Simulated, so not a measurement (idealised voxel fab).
Process module in this document: voxel wiring stack
FYI the section here is cut, 270 nm wide, cells are 5 nm squares.
For the purposes of this document, a cross-section shall be understood as a grid of square cells, specified as bands listed in top-to-bottom order, each band consisting of one or more rows of cells.
Read a band's entry like this: the first values are the height of its top and the height of its bottom in nm, and what follows is the sequence of materials from left to right, each with its width in nm. Note that "blank" is empty space, and that a single material marked "everywhere" reaches across the band from edge to edge.
A quick word on heights: they are counted from 0, and under that level the wafer as it came to us is one material throughout. The lowest band is different from the rest in having no bottom; it simply continues downward, written as in "0..down".
Graded width ("30..40"): value in top row of band = first number; value in bottom row = second number; row-to-row change constant.
Reading "stayed the same" for a step: not a cell of the cross-section changed in it.
Entry "Voids, fully enclosed" = empty spaces >= 8 cells with no open way to the top; each as width x height at distance, distance from left edge, all nm.
Read whatever lies past the settings on a step's line as the simulator's own remark about the step.
The setting "overlay nm" may be written on the line of a step. When the step uses a mask, the value reports how far to the right of the planned place the mask lay, and a negative value reports that it lay to the left.
# Set out below are the planned steps of the process
- 1: RECEIVE | material Si
- 2: CONFORMAL_DEP | material SiO2 | thk nm 15
- 3: CONFORMAL_DEP | material SiCN | thk nm 5
- 4: DIRECTIONAL_DEP | material SiO2 | thk nm 20
- 5: PATTERN | tone open | mask id METAL_1 | material resist | width nm 25 | pitch nm 45 | thk nm 20 | overlay nm 0
- 6: DIRECTIONAL_ETCH | etch materials SiO2 | depth nm 20
- 7: DIRECTIONAL_ETCH | etch materials SiCN | depth nm 5
- 8: STRIP | etch materials resist
- 9: CONFORMAL_DEP | material TiN | thk nm 5
- 10: FILL_DEP | material Ru | thk nm 5
- 11: CMP | height nm 40
- 12: CONFORMAL_DEP | material SiCN | thk nm 5
- 13: DIRECTIONAL_DEP | material SiO2 | thk nm 10
- 14: PATTERN | tone open | mask id PLUG_1 | material resist | width nm 15 | pitch nm 45 | thk nm 20 | overlay nm 0
- 15: DIRECTIONAL_ETCH | etch materials SiO2 | depth nm 10
- 16: DIRECTIONAL_ETCH | etch materials SiCN | depth nm 5
- 17: STRIP | etch materials resist
- 18: EPI | material Ru | thk nm 10
- 19: EPI | material Ru | thk nm 5
- 20: CONFORMAL_DEP | material SiN | thk nm 5
- 21: DIRECTIONAL_DEP | material lowk | thk nm 20
- 22: PATTERN | tone open | mask id METAL_2 | material resist | width nm 25 | pitch nm 45 | thk nm 20 | overlay nm 0
- 23: DIRECTIONAL_ETCH | etch materials lowk | depth nm 20
- 24: DIRECTIONAL_ETCH | etch materials SiN | depth nm 5
- 25: STRIP | etch materials resist
- 26: CONFORMAL_DEP | material TiN | thk nm 5
- 27: FILL_DEP | material Cu | thk nm 5
- 28: CMP | height nm 80
- 29: CONFORMAL_DEP | material SiCN | thk nm 5
- 30: DIRECTIONAL_DEP | material lowk | thk nm 30
- 31: MASKED_ETCH | tone open | mask id METAL_3_HOLES | width nm 15 | pitch nm 90 | etch materials lowk | depth nm 30 | overlay nm 0
- 32: DIRECTIONAL_DEP | material aC | thk nm 10
- 33: PATTERN | tone open | mask id METAL_3 | material resist | width nm 25 | pitch nm 45 | thk nm 25 | overlay nm 0
- 34: DIRECTIONAL_ETCH | etch materials aC | depth nm 10
- 35: STRIP | etch materials resist
- 36: DIRECTIONAL_ETCH | etch materials lowk | depth nm 15
- 37: DIRECTIONAL_ETCH | etch materials SiCN | depth nm 5
- 38: STRIP | etch materials aC
- 39: CONFORMAL_DEP | material TiN | thk nm 5
- 40: FILL_DEP | material Cu | thk nm 10
- 41: CMP | height nm 115
- 42: CONFORMAL_DEP | material SiN | thk nm 5
# Wafer as received: cross-section following step 1
0..down  Si everywhere
Voids, fully enclosed: none
# The first of two wafers, cross-sectioned at the end of the module, with the run proceeding as planned
120..115  SiN everywhere
115..105  lowk 55 | TiN 5 | Cu 15 | TiN 5 | lowk 20 | TiN 5 | Cu 15 | TiN 5 | lowk 20 | TiN 5 | Cu 15 | TiN 5 | lowk 20 | TiN 5 | Cu 15 | TiN 5 | lowk 55
105..100  lowk 55 | TiN 5 | Cu 5 | TiN 15 | lowk 20 | TiN 25 | lowk 20 | TiN 5 | Cu 5 | TiN 15 | lowk 20 | TiN 25 | lowk 55
100..85  lowk 55 | TiN 5 | Cu 5 | TiN 5 | lowk 75 | TiN 5 | Cu 5 | TiN 5 | lowk 110
85..80  SiCN 55 | TiN 15 | SiCN 75 | TiN 15 | SiCN 110
80..60  lowk 55 | TiN 5 | Cu 15 | TiN 5 | lowk 20 | TiN 5 | Cu 15 | TiN 5 | lowk 20 | TiN 5 | Cu 15 | TiN 5 | lowk 20 | TiN 5 | Cu 15 | TiN 5 | lowk 55
60..55  SiN 55 | TiN 25 | SiN 20 | TiN 25 | SiN 20 | TiN 25 | SiN 20 | TiN 25 | SiN 55
55..45  SiO2 55 | Ru 15 | SiO2 30 | Ru 15 | SiO2 30 | Ru 15 | SiO2 30 | Ru 15 | SiO2 65
45..40  SiCN 55 | Ru 15 | SiCN 30 | Ru 15 | SiCN 30 | Ru 15 | SiCN 30 | Ru 15 | SiCN 65
40..20  SiO2 55 | TiN 5 | Ru 15 | TiN 5 | SiO2 20 | TiN 5 | Ru 15 | TiN 5 | SiO2 20 | TiN 5 | Ru 15 | TiN 5 | SiO2 20 | TiN 5 | Ru 15 | TiN 5 | SiO2 55
20..15  SiCN 55 | TiN 25 | SiCN 20 | TiN 25 | SiCN 20 | TiN 25 | SiCN 20 | TiN 25 | SiCN 55
15..0  SiO2 everywhere
0..down  Si everywhere
Voids, fully enclosed: none
# Cross-section, wafer two of two, end of module: same start and plan as wafer one, one error in execution
120..115  SiN everywhere
115..105  lowk 55 | TiN 5 | Cu 15 | TiN 5 | lowk 20 | TiN 5 | Cu 15 | TiN 5 | lowk 20 | TiN 5 | Cu 15 | TiN 5 | lowk 20 | TiN 5 | Cu 15 | TiN 5 | lowk 55
105..100  lowk 55 | TiN 5 | Cu 5 | TiN 15 | lowk 20 | TiN 25 | lowk 20 | TiN 5 | Cu 5 | TiN 15 | lowk 20 | TiN 25 | lowk 55
100..85  lowk 55 | TiN 5 | Cu 5 | TiN 5 | lowk 75 | TiN 5 | Cu 5 | TiN 5 | lowk 110
85..80  SiCN 55 | TiN 15 | SiCN 75 | TiN 15 | SiCN 110
80..60  lowk 55 | TiN 5 | Cu 15 | TiN 5 | lowk 20 | TiN 5 | Cu 15 | TiN 5 | lowk 20 | TiN 5 | Cu 15 | TiN 5 | lowk 20 | TiN 5 | Cu 15 | TiN 5 | lowk 55
60..55  SiN 55 | TiN 25 | SiN 20 | TiN 25 | SiN 20 | TiN 25 | SiN 20 | TiN 25 | SiN 55
55..45  SiO2 55 | Ru 15 | SiO2 30 | Ru 15 | SiO2 30 | Ru 15 | SiO2 30 | Ru 15 | SiO2 65
45..40  SiCN 55 | Ru 15 | SiCN 30 | Ru 15 | SiCN 30 | Ru 15 | SiCN 30 | Ru 15 | SiCN 65
40..35  TiN 60 | Ru 15 | TiN 30 | Ru 15 | TiN 30 | Ru 15 | TiN 30 | Ru 15 | TiN 60
35..20  SiO2 55 | TiN 5 | Ru 15 | TiN 5 | SiO2 20 | TiN 5 | Ru 15 | TiN 5 | SiO2 20 | TiN 5 | Ru 15 | TiN 5 | SiO2 20 | TiN 5 | Ru 15 | TiN 5 | SiO2 55
20..15  SiCN 55 | TiN 25 | SiCN 20 | TiN 25 | SiCN 20 | TiN 25 | SiCN 20 | TiN 25 | SiCN 55
15..0  SiO2 everywhere
0..down  Si everywhere
Voids, fully enclosed: none
Here's what went sideways: step 4 ran with different settings than intended, the actual operation and settings being DIRECTIONAL_DEP | material SiO2 | thk nm 15
End check, counted in cells, second wafer has more or fewer of these materials than the first: 34 fewer of SiO2 | 34 more of TiN
